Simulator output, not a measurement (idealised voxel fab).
This section sets out a process module, namely voxel air gaps.
Cross-sectional view cut (width: 295 nm; square cell size: 5 nm).
A cross-section is a grid of square cells, given in bands from the top down. A band is one or more rows of cells. Read a band's entry like this: the first values are the height of its top and the height of its bottom in nm, and what follows is the sequence of materials from left to right, each with its width in nm. Note that "air" is empty space, and that a single material marked "full width" reaches across the band from edge to edge. Ref level 0: as-received wafer is one material below here. Bottom band extends down with no lower bound ("0 -> down"). A width such as "30 to 40" changes by the same amount from each row of cells to the next, from the band's top row to its bottom row. The designation "identical to before", where it is given for a processing step, indicates that no cell of the cross-section was altered in the course of that step. If an empty space has no open way to the top and is at least 8 cells in size, "Closed void register" lists it, written width x height at distance, where distance is measured from the left edge and every value is in nm. Read whatever lies past the settings on a step's line as the simulator's own remark about the step. overlay nm: how far to the right of its planned place the mask lay on this masked step (negative: to the left).
## Intended process steps
1) RECEIVE,material Si
2) CONFORMAL_DEP,material SiO2,thk nm 15
3) CONFORMAL_DEP,material SiN,thk nm 5
4) DIRECTIONAL_DEP,material lowk,thk nm 35
5) MASKED_ETCH,tone open,mask id LINES,width nm 20,pitch nm 50,etch materials lowk,depth nm 35,overlay nm 0
6) CONFORMAL_DEP,material TiN,thk nm 5
7) FILL_DEP,material Cu,thk nm 5
8) CMP,height nm 55
9) EPI,material Ru,thk nm 10
10) SELECTIVE_ETCH,etch materials lowk,depth nm 45
11) CONFORMAL_DEP,material SiN,thk nm 5
## Shown in cross-section is the wafer as received, that is, as it stands after step 1
  0 -> down = Si full width
  Closed void register: none
## Sectioned view, first of two wafers, at the close of the module, processed as intended in the plan
  70 -> 65 = air: 70, then SiN: 150, then air: 75
  65 -> 55 = air: 70, then SiN: 5, then Ru: 40, then SiN: 10, then Ru: 40, then SiN: 10, then Ru: 40, then SiN: 5, then air: 75
  55 -> 50 = air: 70, then SiN: 15, then TiN: 5, then Cu: 10, then TiN: 5, then SiN: 30, then TiN: 5, then Cu: 10, then TiN: 5, then SiN: 30, then TiN: 5, then Cu: 10, then TiN: 5, then SiN: 15, then air: 75
  50 -> 25 = air: 80, then SiN: 5, then TiN: 5, then Cu: 10, then TiN: 5, then SiN: 5, then air: 20, then SiN: 5, then TiN: 5, then Cu: 10, then TiN: 5, then SiN: 5, then air: 20, then SiN: 5, then TiN: 5, then Cu: 10, then TiN: 5, then SiN: 5, then air: 85
  25 -> 20 = SiN: 85, then TiN: 20, then SiN: 30, then TiN: 20, then SiN: 30, then TiN: 20, then SiN: 90
  20 -> 15 = SiN full width
  15 -> 0 = SiO2 full width
  0 -> down = Si full width
  Closed void register: 20 x 25 at 110; 20 x 25 at 160
## Second wafer cross-section at end of module - shared start and plan with the first, one mistake in the run
  60 -> 50 = SiN full width
  50 -> 15 = lowk full width
  15 -> 0 = SiO2 full width
  0 -> down = Si full width
  Closed void register: none
Where did the run depart from the plan? ran 3 and 4 in swapped order versus the plan
Upon completion, the second wafer contains, in terms of cells, a greater or smaller amount of certain materials than the first wafer: Cu: 36 fewer; Ru: 48 fewer; SiN: 78 fewer; TiN: 48 fewer; lowk: 413 more
The second wafer ends with 0 closed voids, and the first wafer ends with 2.
